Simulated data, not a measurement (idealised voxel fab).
The process module presented herein is designated voxel double patterning.
Displayed cross-section: cut, width of 250 nm, square cells sized 5 nm.
Reading order for cross-sections: top band down to bottom band. Underlying form: a grid of square cells. Band size: one or more rows of cells.
What a band's entry tells you: where the top is and where the bottom is, as heights in nm, and after that what lies inside, material by material from left to right, each with its width in nm. Empty space is written as the word "air", and a single material marked with the word "throughout" occupies the band from edge to edge.
All heights in this document are referenced to 0, defined as the level beneath which the wafer, as received, consists entirely of one material. The lowest band is not bounded below; it extends indefinitely downward and is written in the form "0..down".
The width entry "30..40" should be interpreted row by row: the top row of cells in the band takes the first number, the bottom row takes the second number, and the change between adjacent rows is uniform throughout.
It should be understood that the words "nothing changed", when stated for a given step, signify that the cross-section underwent no change in any of its cells during that step.
What "Entrapped voids" gives you is every empty space of 8 cells or more that is cut off from the top. Each appears as width x height at distance, with the distance taken from the left edge and width, height and distance all in nm.
Text after the settings on a step's line: the simulator's own remark on that step.
overlay nm, on a step with a mask: how far to the right of its planned place the mask lay; to the left if negative
### Steps in the process plan
1. RECEIVE, material Si
2. CONFORMAL_DEP, material SiN, thk nm 10
3. DIRECTIONAL_DEP, material SiO2, thk nm 20
4. DIRECTIONAL_DEP, material SiCN, thk nm 10
5. MASKED_ETCH, tone open, mask id FIRST, width nm 15, pitch nm 50, etch materials SiCN, depth nm 10, overlay nm 0
6. DIRECTIONAL_DEP, material aC, thk nm 10
7. PATTERN, tone open, mask id SECOND, material resist, width nm 15, pitch nm 50, thk nm 30, overlay nm 0
8. DIRECTIONAL_ETCH, etch materials aC, depth nm 10
9. STRIP, etch materials resist
10. DIRECTIONAL_ETCH, etch materials SiCN, depth nm 10
11. STRIP, etch materials aC
12. DIRECTIONAL_ETCH, etch materials SiO2, depth nm 20
13. STRIP, etch materials SiCN
### First of two wafers, processed according to plan
### as received, after step 1
> 0..down  Si throughout
> Entrapped voids: none
### Sectional view: wafer, after step 2
> 10..0  SiN throughout
> Below 0, no change.
### Sectional view: wafer, after step 3
> 30..10  SiO2 throughout
> Below 10, no change.
### Sectional view: wafer, after step 4
> 40..30  SiCN throughout
> Below 30, no change.
### Sectional view: wafer, after step 5
> 40..30  SiCN 65, air 15, SiCN 35, air 15, SiCN 35, air 15, SiCN 70
> Below 30, no change.
### Sectional view: wafer, after step 6
> 50..40  aC 65, air 15, aC 35, air 15, aC 35, air 15, aC 70
> 40..30  SiCN 65, aC 15, SiCN 35, aC 15, SiCN 35, aC 15, SiCN 70
> Below 30, no change.
### Sectional view: wafer, after step 7
> 80..50  resist 90, air 15, resist 35, air 15, resist 95
> 50..40  aC 65, resist 15, aC 35, resist 15, aC 35, resist 15, aC 70
> Below 40, no change.
### Sectional view: wafer, after step 8
> 70..50  resist 90, air 15, resist 35, air 15, resist 95
> 50..40  aC 65, resist 15, aC 10, air 15, aC 10, resist 15, aC 10, air 15, aC 10, resist 15, aC 70
> Below 40, no change.
### Sectional view: wafer, after step 9
> 50..40  aC 65, air 15, aC 10, air 15, aC 10, air 15, aC 10, air 15, aC 10, air 15, aC 70
> Below 40, no change.
### Sectional view: wafer, after step 10
> 50..40  aC 65, air 15, aC 10, air 15, aC 10, air 15, aC 10, air 15, aC 10, air 15, aC 70
> 40..30  SiCN 65, aC 15, SiCN 10, air 15, SiCN 10, aC 15, SiCN 10, air 15, SiCN 10, aC 15, SiCN 70
> Below 30, no change.
### Sectional view: wafer, after step 11
> 40..30  SiCN 65, air 15, SiCN 10, air 15, SiCN 10, air 15, SiCN 10, air 15, SiCN 10, air 15, SiCN 70
> Below 30, no change.
### Sectional view: wafer, after step 12
> 40..30  SiCN 65, air 15, SiCN 10, air 15, SiCN 10, air 15, SiCN 10, air 15, SiCN 10, air 15, SiCN 70
> 30..10  SiO2 65, air 15, SiO2 10, air 15, SiO2 10, air 15, SiO2 10, air 15, SiO2 10, air 15, SiO2 70
> Below 10, no change.
### Sectional view: wafer, after step 13
> 30..10  SiO2 65, air 15, SiO2 10, air 15, SiO2 10, air 15, SiO2 10, air 15, SiO2 10, air 15, SiO2 70
> Below 10, no change.
### Wafer two of the pair: same origin, same plan, one error during the run; identical to wafer one up to and including step 2
### Second wafer shown in cross-section at the time step 3 was slated to end
> 50..10  SiO2 throughout
> Below 10, no change.
### Second wafer shown in cross-section at the time step 4 was slated to end
> 60..50  SiCN throughout
> Below 50, no change.
### Second wafer shown in cross-section at the time step 5 was slated to end
> 60..50  SiCN 65, air 15, SiCN 35, air 15, SiCN 35, air 15, SiCN 70
> Below 50, no change.
### Second wafer shown in cross-section at the time step 6 was slated to end
> 70..60  aC 65, air 15, aC 35, air 15, aC 35, air 15, aC 70
> 60..50  SiCN 65, aC 15, SiCN 35, aC 15, SiCN 35, aC 15, SiCN 70
> Below 50, no change.
### Second wafer shown in cross-section at the time step 7 was slated to end
> 100..70  resist 90, air 15, resist 35, air 15, resist 95
> 70..60  aC 65, resist 15, aC 35, resist 15, aC 35, resist 15, aC 70
> Below 60, no change.
### Second wafer shown in cross-section at the time step 8 was slated to end
> 90..70  resist 90, air 15, resist 35, air 15, resist 95
> 70..60  aC 65, resist 15, aC 10, air 15, aC 10, resist 15, aC 10, air 15, aC 10, resist 15, aC 70
> Below 60, no change.
### Second wafer shown in cross-section at the time step 9 was slated to end
> 70..60  aC 65, air 15, aC 10, air 15, aC 10, air 15, aC 10, air 15, aC 10, air 15, aC 70
> Below 60, no change.
### Second wafer shown in cross-section at the time step 10 was slated to end
> 70..60  aC 65, air 15, aC 10, air 15, aC 10, air 15, aC 10, air 15, aC 10, air 15, aC 70
> 60..50  SiCN 65, aC 15, SiCN 10, air 15, SiCN 10, aC 15, SiCN 10, air 15, SiCN 10, aC 15, SiCN 70
> Below 50, no change.
### Second wafer shown in cross-section at the time step 11 was slated to end
> 60..50  SiCN 65, air 15, SiCN 10, air 15, SiCN 10, air 15, SiCN 10, air 15, SiCN 10, air 15, SiCN 70
> Below 50, no change.
### Second wafer shown in cross-section at the time step 12 was slated to end
> 60..50  SiCN 65, air 15, SiCN 10, air 15, SiCN 10, air 15, SiCN 10, air 15, SiCN 10, air 15, SiCN 70
> 50..30  SiO2 65, air 15, SiO2 10, air 15, SiO2 10, air 15, SiO2 10, air 15, SiO2 10, air 15, SiO2 70
> Below 30, no change.
### Second wafer shown in cross-section at the time step 13 was slated to end
> 50..30  SiO2 65, air 15, SiO2 10, air 15, SiO2 10, air 15, SiO2 10, air 15, SiO2 10, air 15, SiO2 70
> Below 30, no change.
What broke from the plan during processing? step 3 of the plan was executed twice over
The final cell counts differ between the wafers, with the second having more or fewer of some materials than the first: 200 more of SiO2
